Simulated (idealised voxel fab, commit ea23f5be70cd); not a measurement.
voxel released beams: a process module
The figure presents cross-section cut, which has a width of 210 nm and is divided into square cells with an edge length of 5 nm.
A cross-section is written here as square cells arranged in a grid, and it is given in bands from the top down, each band taking up one or more rows of cells.
Each band's line starts with the height of the band's top and of its bottom, in nm. Then come its materials from left to right, each with its width in nm. One material with "edge to edge" fills the band from edge to edge. "empty" is empty space.
Heights are reckoned from 0. Under this level, the received wafer is all of one material. The bottommost band is open-ended downward, for example "0 down".
The width entry "30->40" should be interpreted row by row: the top row of cells in the band takes the first number, the bottom row takes the second number, and the change between adjacent rows is uniform throughout.
No cell of the cross-section changed in a step that is given as "everything unchanged".
Sealed cavities: empty space of 8 cells or more with no open way to the top, each as width x height at its distance from the left edge, in nm
If you see something after the settings on a step's line, that's the simulator's own remark about that step.
Each step line may optionally specify "overlay nm", which for a step with a mask gives the rightward distance between the mask's planned place and where it lay, a negative value indicating the leftward direction.

So here's the lineup of process steps we planned:
1: RECEIVE (material Si)
2: CONFORMAL_DEP (material Al2O3; thk nm 5)
3: DIRECTIONAL_DEP (material SiO2; thk nm 5)
4: DIRECTIONAL_DEP (material aC; thk nm 15)
5: PATTERN (tone open; mask id ANCHOR; material resist; width nm 30; thk nm 30; overlay nm 0)
6: DIRECTIONAL_ETCH (etch materials aC; depth nm 15)
7: STRIP (etch materials resist)
8: DIRECTIONAL_ETCH (etch materials SiO2; depth nm 15)
9: STRIP (etch materials aC)
10: CONFORMAL_DEP (material SiN; thk nm 10)
11: MASKED_ETCH (tone cover; mask id BEAM; width nm 90; etch materials SiN; depth nm 10; overlay nm 0)
12: STRIP (etch materials SiO2)
Quick note for whoever runs this: the wafers start identical, but the thk nm at step 3 isn't the same across them. The plan just shows what the first wafer had.

Here's the first of the wafers in cross-section, just as we got it, i.e. after step 1:
  0 down = Si edge to edge
  Sealed cavities: none

Table: wafers, a row each; end-of-module cell change per material since receipt, gain (+), loss (-); then closed voids:
thk nm 5, +42 Al2O3, +40 SiN, Sealed cavities: none
thk nm 10, +42 Al2O3, +44 SiN, Sealed cavities: none
thk nm 15, +42 Al2O3, +48 SiN, Sealed cavities: none
thk nm 20, +42 Al2O3, Sealed cavities: none
thk nm 25, +42 Al2O3, Sealed cavities: none
thk nm 30, +42 Al2O3, Sealed cavities: none
